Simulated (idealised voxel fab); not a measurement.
The process module that follows is named voxel self aligned contacts.
The width of the displayed cross-section, cut, is 230 nm; its cells are square, with a size of 5 nm.
Think of the cross-section as a grid of square cells. We describe it in bands, top to bottom, and each band covers one or more rows of those cells.
Within each band entry, the heights of the top and of the bottom of the band appear first, in that order and in nm; the materials of the band then follow from left to right, each with its corresponding width in nm. The designation "all across" on a single material indicates that it fills the band from edge to edge; the designation "empty" indicates empty space.
Height 0 is the level under which the wafer as received is all one material. The lowest band goes on downwards, as in "0 nm and below".
Per-row width for "30..40": begins at first number (top row of band), ends at second number (bottom row), increment between rows held constant.
Where a step carries "no change", the cross-section came out of it unchanged, cell for cell.
Under "Trapped void list" you'll find the enclosed gaps, the ones with no way out to the top, that are 8 cells or bigger; each reads width x height at distance, with distance counted from the left edge, everything in nm.
On each step's line, the part that comes after the settings is the simulator's own comment on the step.
The optional step-line setting "overlay nm" applies to steps with a mask and quantifies how far to the right of its planned location the mask lay, a negative value indicating leftward placement.
### The following list gives the planned process steps
1,RECEIVE with material Si
2,OXIDIZE with depth nm 5
3,DIRECTIONAL_DEP with material polySi, thk nm 20
4,DIRECTIONAL_DEP with material SiN, thk nm 25
5,MASKED_ETCH with tone cover, mask id GATE, width nm 35, pitch nm 75, etch materials SiN, depth nm 25, overlay nm 0
6,MASKED_ETCH with tone cover, mask id GATE, width nm 35, pitch nm 75, etch materials polySi, depth nm 20, overlay nm 0
7,CONFORMAL_DEP with material SiN, thk nm 10
8,DIRECTIONAL_ETCH with etch materials SiN, depth nm 10
9,FILL_DEP with material SiO2, thk nm 15
10,CMP with height nm 50
11,DIRECTIONAL_DEP with material aC, thk nm 10
12,PATTERN with tone open, mask id CONTACT, material resist, width nm 60, pitch nm 75, thk nm 30, overlay nm 0
13,DIRECTIONAL_ETCH with etch materials aC, depth nm 10
14,STRIP with etch materials resist
15,DIRECTIONAL_ETCH with etch materials SiO2, depth nm 55
16,STRIP with etch materials aC
17,CONFORMAL_DEP with material TiN, thk nm 5
18,FILL_DEP with material Ru, thk nm 10
19,CMP with height nm 50
20,CONFORMAL_DEP with material SiCN, thk nm 5
### Below: the first of two wafers, run as planned
### as received, after step 1
    0 nm and below = Si all across
    Trapped void list: none
### Cross-section through the wafer, step 2 finished
    0 nm to -5 nm = SiO2 all across
    At heights below -5, the structure remains unaltered.
### Cross-section through the wafer, step 3 finished
    20 nm to 0 nm = polySi all across
    At heights below 0, the structure remains unaltered.
### Cross-section through the wafer, step 4 finished
    45 nm to 20 nm = SiN all across
    At heights below 20, the structure remains unaltered.
### Cross-section through the wafer, step 5 finished
    45 nm to 20 nm = 20 empty | 35 SiN | 40 empty | 35 SiN | 40 empty | 35 SiN | 25 empty
    At heights below 20, the structure remains unaltered.
### Cross-section through the wafer, step 6 finished
    45 nm to 20 nm = 20 empty | 35 SiN | 40 empty | 35 SiN | 40 empty | 35 SiN | 25 empty
    20 nm to 0 nm = 20 empty | 35 polySi | 40 empty | 35 polySi | 40 empty | 35 polySi | 25 empty
    At heights below 0, the structure remains unaltered.
### Cross-section through the wafer, step 7 finished
    55 nm to 20 nm = 10 empty | 55 SiN | 20 empty | 55 SiN | 20 empty | 55 SiN | 15 empty
    20 nm to 10 nm = 10 empty | 10 SiN | 35 polySi | 10 SiN | 20 empty | 10 SiN | 35 polySi | 10 SiN | 20 empty | 10 SiN | 35 polySi | 10 SiN | 15 empty
    10 nm to 0 nm = 20 SiN | 35 polySi | 40 SiN | 35 polySi | 40 SiN | 35 polySi | 25 SiN
    At heights below 0, the structure remains unaltered.
### Cross-section through the wafer, step 8 finished
    45 nm to 20 nm = 10 empty | 55 SiN | 20 empty | 55 SiN | 20 empty | 55 SiN | 15 empty
    20 nm to 0 nm = 10 empty | 10 SiN | 35 polySi | 10 SiN | 20 empty | 10 SiN | 35 polySi | 10 SiN | 20 empty | 10 SiN | 35 polySi | 10 SiN | 15 empty
    At heights below 0, the structure remains unaltered.
### Cross-section through the wafer, step 9 finished
    60 nm to 45 nm = SiO2 all across
    45 nm to 20 nm = 10 SiO2 | 55 SiN | 20 SiO2 | 55 SiN | 20 SiO2 | 55 SiN | 15 SiO2
    20 nm to 0 nm = 10 SiO2 | 10 SiN | 35 polySi | 10 SiN | 20 SiO2 | 10 SiN | 35 polySi | 10 SiN | 20 SiO2 | 10 SiN | 35 polySi | 10 SiN | 15 SiO2
    At heights below 0, the structure remains unaltered.
### Cross-section through the wafer, step 10 finished
    50 nm to 45 nm = SiO2 all across
    At heights below 45, the structure remains unaltered.
### Cross-section through the wafer, step 11 finished
    60 nm to 50 nm = aC all across
    At heights below 50, the structure remains unaltered.
### Cross-section through the wafer, step 12 finished
    90 nm to 60 nm = 45 resist | 60 empty | 15 resist | 60 empty | 50 resist
    At heights below 60, the structure remains unaltered.
### Cross-section through the wafer, step 13 finished
    80 nm to 60 nm = 45 resist | 60 empty | 15 resist | 60 empty | 50 resist
    60 nm to 50 nm = 45 aC | 60 empty | 15 aC | 60 empty | 50 aC
    At heights below 50, the structure remains unaltered.
### Cross-section through the wafer, step 14 finished
    60 nm to 50 nm = 45 aC | 60 empty | 15 aC | 60 empty | 50 aC
    At heights below 50, the structure remains unaltered.
### Cross-section through the wafer, step 15 finished
    60 nm to 50 nm = 45 aC | 60 empty | 15 aC | 60 empty | 50 aC
    50 nm to 45 nm = 45 SiO2 | 60 empty | 15 SiO2 | 60 empty | 50 SiO2
    45 nm to 20 nm = 10 SiO2 | 55 SiN | 20 empty | 55 SiN | 20 empty | 55 SiN | 15 SiO2
    20 nm to 0 nm = 10 SiO2 | 10 SiN | 35 polySi | 10 SiN | 20 empty | 10 SiN | 35 polySi | 10 SiN | 20 empty | 10 SiN | 35 polySi | 10 SiN | 15 SiO2
    0 nm to -5 nm = 65 SiO2 | 20 empty | 55 SiO2 | 20 empty | 70 SiO2
    At heights below -5, the structure remains unaltered.
### Cross-section through the wafer, step 16 finished
    50 nm to 45 nm = 45 SiO2 | 60 empty | 15 SiO2 | 60 empty | 50 SiO2
    At heights below 45, the structure remains unaltered.
### Cross-section through the wafer, step 17 finished
    55 nm to 50 nm = 50 TiN | 50 empty | 25 TiN | 50 empty | 55 TiN
    50 nm to 45 nm = 45 SiO2 | 25 TiN | 10 empty | 25 TiN | 15 SiO2 | 25 TiN | 10 empty | 25 TiN | 50 SiO2
    45 nm to 20 nm = 10 SiO2 | 55 SiN | 5 TiN | 10 empty | 5 TiN | 55 SiN | 5 TiN | 10 empty | 5 TiN | 55 SiN | 15 SiO2
    20 nm to 0 nm = 10 SiO2 | 10 SiN | 35 polySi | 10 SiN | 5 TiN | 10 empty | 5 TiN | 10 SiN | 35 polySi | 10 SiN | 5 TiN | 10 empty | 5 TiN | 10 SiN | 35 polySi | 10 SiN | 15 SiO2
    0 nm to -5 nm = 65 SiO2 | 20 TiN | 55 SiO2 | 20 TiN | 70 SiO2
    At heights below -5, the structure remains unaltered.
### Cross-section through the wafer, step 18 finished
    65 nm to 55 nm = Ru all across
    55 nm to 50 nm = 50 TiN | 50 Ru | 25 TiN | 50 Ru | 55 TiN
    50 nm to 45 nm = 45 SiO2 | 25 TiN | 10 Ru | 25 TiN | 15 SiO2 | 25 TiN | 10 Ru | 25 TiN | 50 SiO2
    45 nm to 20 nm = 10 SiO2 | 55 SiN | 5 TiN | 10 Ru | 5 TiN | 55 SiN | 5 TiN | 10 Ru | 5 TiN | 55 SiN | 15 SiO2
    20 nm to 0 nm = 10 SiO2 | 10 SiN | 35 polySi | 10 SiN | 5 TiN | 10 Ru | 5 TiN | 10 SiN | 35 polySi | 10 SiN | 5 TiN | 10 Ru | 5 TiN | 10 SiN | 35 polySi | 10 SiN | 15 SiO2
    At heights below 0, the structure remains unaltered.
### Cross-section through the wafer, step 19 finished
    50 nm to 45 nm = 45 SiO2 | 25 TiN | 10 Ru | 25 TiN | 15 SiO2 | 25 TiN | 10 Ru | 25 TiN | 50 SiO2
    At heights below 45, the structure remains unaltered.
### Cross-section through the wafer, step 20 finished
    55 nm to 50 nm = SiCN all across
    At heights below 50, the structure remains unaltered.
### Here the second wafer is described. Its start and its plan were those of the first wafer. Its run contained one mistake. Up to and including step 2, it did exactly what the first wafer did
### Cross-section, second wafer, at the end time the plan gives for step 3
    40 nm to 0 nm = polySi all across
    At heights below 0, the structure remains unaltered.
### Cross-section, second wafer, at the end time the plan gives for step 4
    65 nm to 40 nm = SiN all across
    At heights below 40, the structure remains unaltered.
### Cross-section, second wafer, at the end time the plan gives for step 5
    65 nm to 40 nm = 20 empty | 35 SiN | 40 empty | 35 SiN | 40 empty | 35 SiN | 25 empty
    At heights below 40, the structure remains unaltered.
### Cross-section, second wafer, at the end time the plan gives for step 6
    65 nm to 40 nm = 20 empty | 35 SiN | 40 empty | 35 SiN | 40 empty | 35 SiN | 25 empty
    40 nm to 20 nm = 20 empty | 35 polySi | 40 empty | 35 polySi | 40 empty | 35 polySi | 25 empty
    At heights below 20, the structure remains unaltered.
### Cross-section, second wafer, at the end time the plan gives for step 7
    75 nm to 40 nm = 10 empty | 55 SiN | 20 empty | 55 SiN | 20 empty | 55 SiN | 15 empty
    40 nm to 30 nm = 10 empty | 10 SiN | 35 polySi | 10 SiN | 20 empty | 10 SiN | 35 polySi | 10 SiN | 20 empty | 10 SiN | 35 polySi | 10 SiN | 15 empty
    30 nm to 20 nm = 20 SiN | 35 polySi | 40 SiN | 35 polySi | 40 SiN | 35 polySi | 25 SiN
    At heights below 20, the structure remains unaltered.
### Cross-section, second wafer, at the end time the plan gives for step 8
    65 nm to 40 nm = 10 empty | 55 SiN | 20 empty | 55 SiN | 20 empty | 55 SiN | 15 empty
    40 nm to 20 nm = 10 empty | 10 SiN | 35 polySi | 10 SiN | 20 empty | 10 SiN | 35 polySi | 10 SiN | 20 empty | 10 SiN | 35 polySi | 10 SiN | 15 empty
    At heights below 20, the structure remains unaltered.
### Cross-section, second wafer, at the end time the plan gives for step 9
    80 nm to 65 nm = SiO2 all across
    65 nm to 40 nm = 10 SiO2 | 55 SiN | 20 SiO2 | 55 SiN | 20 SiO2 | 55 SiN | 15 SiO2
    40 nm to 20 nm = 10 SiO2 | 10 SiN | 35 polySi | 10 SiN | 20 SiO2 | 10 SiN | 35 polySi | 10 SiN | 20 SiO2 | 10 SiN | 35 polySi | 10 SiN | 15 SiO2
    At heights below 20, the structure remains unaltered.
### Cross-section, second wafer, at the end time the plan gives for step 10
    50 nm to 40 nm = 10 SiO2 | 55 SiN | 20 SiO2 | 55 SiN | 20 SiO2 | 55 SiN | 15 SiO2
    At heights below 40, the structure remains unaltered.
### Cross-section, second wafer, at the end time the plan gives for step 11
    60 nm to 50 nm = aC all across
    At heights below 50, the structure remains unaltered.
### Cross-section, second wafer, at the end time the plan gives for step 12
    90 nm to 60 nm = 45 resist | 60 empty | 15 resist | 60 empty | 50 resist
    At heights below 60, the structure remains unaltered.
### Cross-section, second wafer, at the end time the plan gives for step 13
    80 nm to 60 nm = 45 resist | 60 empty | 15 resist | 60 empty | 50 resist
    60 nm to 50 nm = 45 aC | 60 empty | 15 aC | 60 empty | 50 aC
    At heights below 50, the structure remains unaltered.
### Cross-section, second wafer, at the end time the plan gives for step 14
    60 nm to 50 nm = 45 aC | 60 empty | 15 aC | 60 empty | 50 aC
    At heights below 50, the structure remains unaltered.
### Cross-section, second wafer, at the end time the plan gives for step 15
    60 nm to 50 nm = 45 aC | 60 empty | 15 aC | 60 empty | 50 aC
    50 nm to 40 nm = 10 SiO2 | 55 SiN | 20 empty | 55 SiN | 20 empty | 55 SiN | 15 SiO2
    40 nm to 20 nm = 10 SiO2 | 10 SiN | 35 polySi | 10 SiN | 20 empty | 10 SiN | 35 polySi | 10 SiN | 20 empty | 10 SiN | 35 polySi | 10 SiN | 15 SiO2
    At heights below 20, the structure remains unaltered.
### Cross-section, second wafer, at the end time the plan gives for step 16
    50 nm to 40 nm = 10 SiO2 | 55 SiN | 20 empty | 55 SiN | 20 empty | 55 SiN | 15 SiO2
    At heights below 40, the structure remains unaltered.
### Cross-section, second wafer, at the end time the plan gives for step 17
    55 nm to 50 nm = 70 TiN | 10 empty | 65 TiN | 10 empty | 75 TiN
    50 nm to 40 nm = 10 SiO2 | 55 SiN | 5 TiN | 10 empty | 5 TiN | 55 SiN | 5 TiN | 10 empty | 5 TiN | 55 SiN | 15 SiO2
    40 nm to 25 nm = 10 SiO2 | 10 SiN | 35 polySi | 10 SiN | 5 TiN | 10 empty | 5 TiN | 10 SiN | 35 polySi | 10 SiN | 5 TiN | 10 empty | 5 TiN | 10 SiN | 35 polySi | 10 SiN | 15 SiO2
    25 nm to 20 nm = 10 SiO2 | 10 SiN | 35 polySi | 10 SiN | 20 TiN | 10 SiN | 35 polySi | 10 SiN | 20 TiN | 10 SiN | 35 polySi | 10 SiN | 15 SiO2
    At heights below 20, the structure remains unaltered.
### Cross-section, second wafer, at the end time the plan gives for step 18
    65 nm to 55 nm = Ru all across
    55 nm to 50 nm = 70 TiN | 10 Ru | 65 TiN | 10 Ru | 75 TiN
    50 nm to 40 nm = 10 SiO2 | 55 SiN | 5 TiN | 10 Ru | 5 TiN | 55 SiN | 5 TiN | 10 Ru | 5 TiN | 55 SiN | 15 SiO2
    40 nm to 25 nm = 10 SiO2 | 10 SiN | 35 polySi | 10 SiN | 5 TiN | 10 Ru | 5 TiN | 10 SiN | 35 polySi | 10 SiN | 5 TiN | 10 Ru | 5 TiN | 10 SiN | 35 polySi | 10 SiN | 15 SiO2
    At heights below 25, the structure remains unaltered.
### Cross-section, second wafer, at the end time the plan gives for step 19
    50 nm to 40 nm = 10 SiO2 | 55 SiN | 5 TiN | 10 Ru | 5 TiN | 55 SiN | 5 TiN | 10 Ru | 5 TiN | 55 SiN | 15 SiO2
    At heights below 40, the structure remains unaltered.
### Cross-section, second wafer, at the end time the plan gives for step 20
    55 nm to 50 nm = SiCN all across
    At heights below 50, the structure remains unaltered.
Run error: step 3 of the plan saw execution twice
It is noted that, at the conclusion of processing, the second wafer exhibits a higher or lower cell count for certain materials relative to the first: Ru: 20 fewer; SiN: 99 fewer; SiO2: 29 fewer; TiN: 36 fewer; polySi: 184 more
